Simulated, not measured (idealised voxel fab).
The following process module bears the name voxel self aligned contacts.
For reference, the cross-section in this document is cut, with width 225 nm and square cells of 5 nm.
Cross-section, as written here: a square-cell grid given band by band from the top down, where a band holds one or more rows of cells. Top, bottom (nm), then materials left to right with widths (nm); lone material tagged "throughout" fills the whole band edge to edge; "blank" = empty space. Measure heights from 0. That's the level where, below it, the as-received wafer is all one material. The lowest band is bottomless and extends downward; write it as in "0 -> down". It should be noted that a width expressed as "30 to 40" varies in equal increments from row to row of cells within the band, taking the value of the first number at the top row and that of the second number at the bottom row. "no alteration", as given for a step, is the statement that not any cell of the cross-section underwent a change during that step. Enclosed voids (no open way to top), threshold 8 cells or more, entry "Sealed cavities", notation width x height at distance, distance from left edge, nm. Step line, after settings: the simulator's comment on this step. The "overlay nm" setting may appear on a step's line; for a step that uses a mask, it gives how far to the right of its planned position the mask lay, and a negative value indicates the left.
[This section lists the process steps that were planned]
1. RECEIVE, material Si
2. CONFORMAL_DEP, material SiO2, thk nm 5
3. DIRECTIONAL_DEP, material polySi, thk nm 20
4. DIRECTIONAL_DEP, material SiN, thk nm 20
5. DIRECTIONAL_DEP, material aC, thk nm 15
6. PATTERN, tone cover, mask id GATE, material resist, width nm 35, pitch nm 75, thk nm 35, overlay nm 0
7. DIRECTIONAL_ETCH, etch materials aC, depth nm 15
8. STRIP, etch materials resist
9. DIRECTIONAL_ETCH, etch materials SiN, depth nm 20
10. DIRECTIONAL_ETCH, etch materials polySi, depth nm 20
11. STRIP, etch materials aC
12. CONFORMAL_DEP, material SiN, thk nm 10
13. DIRECTIONAL_ETCH, etch materials SiN, depth nm 10
14. FILL_DEP, material SiO2, thk nm 15
15. CMP, height nm 55
16. PATTERN, tone open, mask id CONTACT, material resist, width nm 50, thk nm 20, overlay nm 0
17. DIRECTIONAL_ETCH, etch materials SiO2, depth nm 55
18. STRIP, etch materials resist
19. CONFORMAL_DEP, material TiN, thk nm 5
20. FILL_DEP, material W, thk nm 10
21. CMP, height nm 55
22. CONFORMAL_DEP, material SiCN, thk nm 5
[As-received state of the wafer in cross-section, equivalent to post-step 1]
	0 -> down  Si throughout
	Sealed cavities: none
[Post-module cross-section of the first of two wafers (run per plan)]
	60 -> 55  SiCN throughout
	55 -> 45  SiO2 85 nm, TiN 5 to 20 nm, W 40 to 10 nm, TiN 5 to 20 nm, SiO2 90 nm
	45 -> 25  SiO2 45 nm, SiN 55 nm, TiN 5 nm, W 10 nm, TiN 5 nm, SiN 55 nm, SiO2 50 nm
	25 -> 5  SiO2 45 nm, SiN 10 nm, polySi 35 nm, SiN 10 nm, TiN 5 nm, W 10 nm, TiN 5 nm, SiN 10 nm, polySi 35 nm, SiN 10 nm, SiO2 50 nm
	5 -> 0  SiO2 100 nm, TiN 20 nm, SiO2 105 nm
	0 -> down  Si throughout
	Sealed cavities: none
[Cross-sectional image of the second wafer of the two following completion of the module. Starting state and process plan were the same as for the first wafer; one execution error occurred]
	60 -> 55  SiCN throughout
	55 -> 50  SiO2 85 nm, TiN 5 nm, W 40 nm, TiN 5 nm, SiO2 90 nm
	50 -> 45  SiO2 85 nm, TiN 50 nm, SiO2 90 nm
	45 -> 25  SiN 65 nm, SiO2 15 nm, SiN 60 nm, SiO2 15 nm, SiN 70 nm
	25 -> 5  polySi 55 nm, SiN 10 nm, SiO2 15 nm, SiN 10 nm, polySi 40 nm, SiN 10 nm, SiO2 15 nm, SiN 10 nm, polySi 60 nm
	5 -> 0  SiO2 throughout
	0 -> down  Si throughout
	Sealed cavities: none
What broke from the plan during processing? not per plan at step 6, really ran PATTERN, tone open, mask id GATE, material resist, width nm 35, pitch nm 75, thk nm 35, overlay nm 0
Final wafer comparison in cells, second versus first, more or fewer per material: +68 SiN; -100 SiO2; -18 TiN; -18 W; +68 polySi
